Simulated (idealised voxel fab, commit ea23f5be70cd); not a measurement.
process module | voxel self aligned vias
cross-section cut | 250 nm wide | cells 5 nm
A cross-section is a grid of square cells, given in bands from the top down. A band is one or more rows of cells.
Each band's line starts with the height of the band's top and of its bottom, in nm. Then come its materials from left to right, each with its width in nm. One material with "throughout" fills the band from edge to edge. "air" is empty space.
Height 0 is the level under which the wafer as received is all one material. The lowest band goes on downwards, as in "0 down".
A width such as "30 to 40" changes by the same amount from each row of cells to the next, from the band's top row to its bottom row.
"no change" after a step means that no cell of the cross-section changed.
closed voids: empty space of 8 cells or more with no open way to the top, each as width x height at its distance from the left edge, in nm
after a step's settings: what the simulator itself notes on the step
overlay nm, on a step with a mask: how far to the right of its planned place the mask lay; to the left if negative
plan
1 op RECEIVE | material Si
2 op CONFORMAL_DEP | material SiO2 | thk nm 15
3 op CONFORMAL_DEP | material SiCN | thk nm 5
4 op DIRECTIONAL_DEP | material SiO2 | thk nm 25
5 op MASKED_ETCH | tone open | mask id LINES | width nm 25 | pitch nm 65 | etch materials SiO2 | depth nm 25 | overlay nm 0
6 op CONFORMAL_DEP | material TiN | thk nm 5
7 op FILL_DEP | material W | thk nm 5
8 op CMP | height nm 45
9 op SELECTIVE_ETCH | etch materials W Ru TiN | depth nm 10
10 op FILL_DEP | material SiN | thk nm 10
11 op CMP | height nm 45
12 op DIRECTIONAL_DEP | material SiO2 | thk nm 20
13 op MASKED_ETCH | tone open | mask id VIAS | width nm 35 | pitch nm 65 | etch materials SiO2 | depth nm 20 | overlay nm 0
14 op MASKED_ETCH | tone open | mask id VIAS | width nm 35 | pitch nm 65 | etch materials SiN | depth nm 10 | overlay nm 0
15 op CONFORMAL_DEP | material TiN | thk nm 5
16 op FILL_DEP | material W | thk nm 10
17 op CMP | height nm 65
18 op CONFORMAL_DEP | material SiN | thk nm 5
first wafer, as planned
as received, after step 1
  0 down: Si throughout
  closed voids: none
after step 2
  15 to 0: SiO2 throughout
  below 0: unchanged
after step 3
  20 to 15: SiCN throughout
  below 15: unchanged
after step 4
  45 to 20: SiO2 throughout
  below 20: unchanged
after step 5
  45 to 20: SiO2 80 | air 25 | SiO2 40 | air 25 | SiO2 80
  below 20: unchanged
after step 6
  50 to 45: TiN 85 | air 15 | TiN 50 | air 15 | TiN 85
  45 to 25: SiO2 80 | TiN 5 | air 15 | TiN 5 | SiO2 40 | TiN 5 | air 15 | TiN 5 | SiO2 80
  25 to 20: SiO2 80 | TiN 25 | SiO2 40 | TiN 25 | SiO2 80
  below 20: unchanged
after step 7
  55 to 50: W throughout
  50 to 45: TiN 85 | W 15 | TiN 50 | W 15 | TiN 85
  45 to 25: SiO2 80 | TiN 5 | W 15 | TiN 5 | SiO2 40 | TiN 5 | W 15 | TiN 5 | SiO2 80
  below 25: unchanged
after step 8
  45 to 25: SiO2 80 | TiN 5 | W 15 | TiN 5 | SiO2 40 | TiN 5 | W 15 | TiN 5 | SiO2 80
  below 25: unchanged
after step 9
  45 to 35: SiO2 80 | air 25 | SiO2 40 | air 25 | SiO2 80
  below 35: unchanged
after step 10
  55 to 45: SiN throughout
  45 to 35: SiO2 80 | SiN 25 | SiO2 40 | SiN 25 | SiO2 80
  below 35: unchanged
after step 11
  45 to 35: SiO2 80 | SiN 25 | SiO2 40 | SiN 25 | SiO2 80
  below 35: unchanged
after step 12
  65 to 45: SiO2 throughout
  below 45: unchanged
after step 13
  65 to 45: SiO2 75 | air 35 | SiO2 30 | air 35 | SiO2 75
  below 45: unchanged
after step 14
  65 to 45: SiO2 75 | air 35 | SiO2 30 | air 35 | SiO2 75
  45 to 35: SiO2 80 | air 25 | SiO2 40 | air 25 | SiO2 80
  below 35: unchanged
after step 15
  70 to 65: TiN 80 | air 25 | TiN 40 | air 25 | TiN 80
  65 to 50: SiO2 75 | TiN 5 | air 25 | TiN 5 | SiO2 30 | TiN 5 | air 25 | TiN 5 | SiO2 75
  50 to 40: SiO2 75 to 80 | TiN 10 to 5 | air 15 | TiN 10 to 5 | SiO2 30 to 40 | TiN 10 to 5 | air 15 | TiN 10 to 5 | SiO2 75 to 80
  40 to 35: SiO2 80 | TiN 25 | SiO2 40 | TiN 25 | SiO2 80
  below 35: unchanged
after step 16
  80 to 70: W throughout
  70 to 65: TiN 80 | W 25 | TiN 40 | W 25 | TiN 80
  65 to 50: SiO2 75 | TiN 5 | W 25 | TiN 5 | SiO2 30 | TiN 5 | W 25 | TiN 5 | SiO2 75
  50 to 40: SiO2 75 to 80 | TiN 10 to 5 | W 15 | TiN 10 to 5 | SiO2 30 to 40 | TiN 10 to 5 | W 15 | TiN 10 to 5 | SiO2 75 to 80
  below 40: unchanged
after step 17
  65 to 50: SiO2 75 | TiN 5 | W 25 | TiN 5 | SiO2 30 | TiN 5 | W 25 | TiN 5 | SiO2 75
  below 50: unchanged
after step 18
  70 to 65: SiN throughout
  below 65: unchanged
second wafer: like start, like plan, one mistake. Through step 12 it matches the first wafer
when step 13 should have ended
  65 to 45: air 75 | SiO2 35 | air 30 | SiO2 35 | air 75
  below 45: unchanged
when step 14 should have ended: no change
when step 15 should have ended
  70 to 65: air 70 | TiN 45 | air 20 | TiN 45 | air 70
  65 to 50: air 70 | TiN 5 | SiO2 35 | TiN 5 | air 20 | TiN 5 | SiO2 35 | TiN 5 | air 70
  50 to 45: TiN 75 | SiO2 35 | TiN 30 | SiO2 35 | TiN 75
  below 45: unchanged
when step 16 should have ended
  80 to 70: W throughout
  70 to 65: W 70 | TiN 45 | W 20 | TiN 45 | W 70
  65 to 50: W 70 | TiN 5 | SiO2 35 | TiN 5 | W 20 | TiN 5 | SiO2 35 | TiN 5 | W 70
  below 50: unchanged
when step 17 should have ended
  65 to 50: W 70 | TiN 5 | SiO2 35 | TiN 5 | W 20 | TiN 5 | SiO2 35 | TiN 5 | W 70
  below 50: unchanged
when step 18 should have ended
  70 to 65: SiN throughout
  below 65: unchanged
what went wrong: step 13 ran as: op MASKED_ETCH | tone cover | mask id VIAS | width nm 35 | pitch nm 65 | etch materials SiO2 | depth nm 20 | overlay nm 0
at the end the second wafer has, in cells: 20 more of SiN | 88 fewer of SiO2 | 14 more of TiN | 54 more of W
